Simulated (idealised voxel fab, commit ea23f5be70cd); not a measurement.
process module | voxel self aligned contacts
cross-section cut | 210 nm wide | cells 5 nm
A cross-section is a grid of square cells, given in bands from the top down. A band is one or more rows of cells.
Each band's line starts with the height of the band's top and of its bottom, in nm. Then come its materials from left to right, each with its width in nm. One material with "throughout" fills the band from edge to edge. "air" is empty space.
Height 0 is the level under which the wafer as received is all one material. The lowest band goes on downwards, as in "0 down".
A width such as "30 to 40" changes by the same amount from each row of cells to the next, from the band's top row to its bottom row.
"no change" after a step means that no cell of the cross-section changed.
closed voids: empty space of 8 cells or more with no open way to the top, each as width x height at its distance from the left edge, in nm
after a step's settings: what the simulator itself notes on the step
overlay nm, on a step with a mask: how far to the right of its planned place the mask lay; to the left if negative
plan
1 op RECEIVE | material Si
2 op CONFORMAL_DEP | material SiO2 | thk nm 5
3 op DIRECTIONAL_DEP | material polySi | thk nm 30
4 op DIRECTIONAL_DEP | material SiN | thk nm 20
5 op PATTERN | tone cover | mask id GATE | material resist | width nm 25 | pitch nm 50 | thk nm 15 | overlay nm 0
6 op DIRECTIONAL_ETCH | etch materials SiN | depth nm 20
7 op DIRECTIONAL_ETCH | etch materials polySi | depth nm 30
8 op STRIP | etch materials resist
9 op CONFORMAL_DEP | material SiN | thk nm 5
10 op DIRECTIONAL_ETCH | etch materials SiN | depth nm 5
11 op FILL_DEP | material SiO2 | thk nm 10
12 op CMP | height nm 60
13 op PATTERN | tone open | mask id CONTACT | material resist | width nm 35 | thk nm 15 | overlay nm 0
14 op DIRECTIONAL_ETCH | etch materials SiO2 | depth nm 60
15 op STRIP | etch materials resist
16 op CONFORMAL_DEP | material TiN | thk nm 5
17 op FILL_DEP | material Ru | thk nm 5
18 op CMP | height nm 60
19 op CONFORMAL_DEP | material SiN | thk nm 5
as received, after step 1
  0 down: Si throughout
  closed voids: none
a wafer at the end: this start, this plan, one mistake
  65 to 60: SiN throughout
  60 to 50: SiO2 85 | TiN 5 to 10 | Ru 25 to 15 | TiN 5 to 10 | SiO2 90
  50 to 35: SiO2 65 | SiN 25 | TiN 5 | Ru 15 | TiN 5 | SiN 25 | SiO2 70
  35 to 5: SiO2 65 | polySi 25 | TiN 5 | Ru 15 | TiN 5 | polySi 25 | SiO2 70
  5 to 0: SiO2 90 | TiN 25 | SiO2 95
  0 down: Si throughout
  closed voids: none
what went wrong: step 9 was left out
